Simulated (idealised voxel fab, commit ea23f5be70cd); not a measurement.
Process module heading - voxel self aligned contacts
For reference, the cross-section in this document is cut, with width 215 nm and square cells of 5 nm.
If you're reading a cross-section in this doc, picture square cells in a grid; it comes to you as bands, top ones listed first down to the bottom, and a band can be one or more rows of cells.
Band: top height; bottom height; in nm. Then, left to right: material with width in nm, for each material. "full width": a single material spanning edge to edge. "blank": empty space.
A quick word on heights: they are counted from 0, and under that level the wafer as it came to us is one material throughout. The lowest band is different from the rest in having no bottom; it simply continues downward, written as in "0 -> down".
You'd read "30 to 40" like this: the band's top row of cells is as wide as the first number, its bottom row is as wide as the second, and going down, every row changes width by the same amount as the row before did.
Key: "no change" - step with no changed cell in the cross-section.
Closed void catalog: empty space of 8 cells or more with no open way to the top, each as width x height at its distance from the left edge, in nm
On each step's line, the part that comes after the settings is the simulator's own comment on the step.
overlay nm: where the mask lay relative to plan, measured to the right, on steps with a mask; negatives go left.
### List of planned process steps
1) RECEIVE | material Si
2) CONFORMAL_DEP | material SiO2 | thk nm 5
3) DIRECTIONAL_DEP | material polySi | thk nm 20
4) DIRECTIONAL_DEP | material SiN | thk nm 25
5) PATTERN | tone cover | mask id GATE | material resist | width nm 35 | pitch nm 75 | thk nm 15 | overlay nm 0
6) DIRECTIONAL_ETCH | etch materials SiN | depth nm 25
7) DIRECTIONAL_ETCH | etch materials polySi | depth nm 20
8) STRIP | etch materials resist
9) CONFORMAL_DEP | material SiN | thk nm 10
10) DIRECTIONAL_ETCH | etch materials SiN | depth nm 10
11) FILL_DEP | material SiO2 | thk nm 20
12) CMP | height nm 60
13) DIRECTIONAL_DEP | material aC | thk nm 10
14) PATTERN | tone open | mask id CONTACT | material resist | width nm 40 | pitch nm 75 | thk nm 25 | overlay nm 0
15) DIRECTIONAL_ETCH | etch materials aC | depth nm 10
16) STRIP | etch materials resist
17) DIRECTIONAL_ETCH | etch materials SiO2 | depth nm 60
18) STRIP | etch materials aC
19) CONFORMAL_DEP | material TiN | thk nm 5
20) FILL_DEP | material Ru | thk nm 10
21) CMP | height nm 60
22) CONFORMAL_DEP | material SiCN | thk nm 5
For this document, wafers share an identical start and vary in the step 14 width nm; the plan quotes the first wafer's value.
### The first of several wafers in cross-section, exactly as it reached us after step 1
* 0 -> down | Si full width
* Closed void catalog: none
### Note: the following table is arranged by wafer, a row apiece. Each row reports the end-of-module state: per material, cells gained (+) or cells lost (-) compared with the wafer as received; closed voids follow
width nm 40; +52 Ru; +43 SiCN; +213 SiN; +107 SiO2; +60 TiN; +84 polySi; Closed void catalog: none
width nm 45; +54 Ru; +43 SiCN; +213 SiN; +103 SiO2; +62 TiN; +84 polySi; Closed void catalog: none
width nm 50; +56 Ru; +43 SiCN; +213 SiN; +99 SiO2; +64 TiN; +84 polySi; Closed void catalog: none
width nm 55; +58 Ru; +43 SiCN; +213 SiN; +95 SiO2; +66 TiN; +84 polySi; Closed void catalog: none
width nm 60; +60 Ru; +43 SiCN; +213 SiN; +91 SiO2; +68 TiN; +84 polySi; Closed void catalog: none
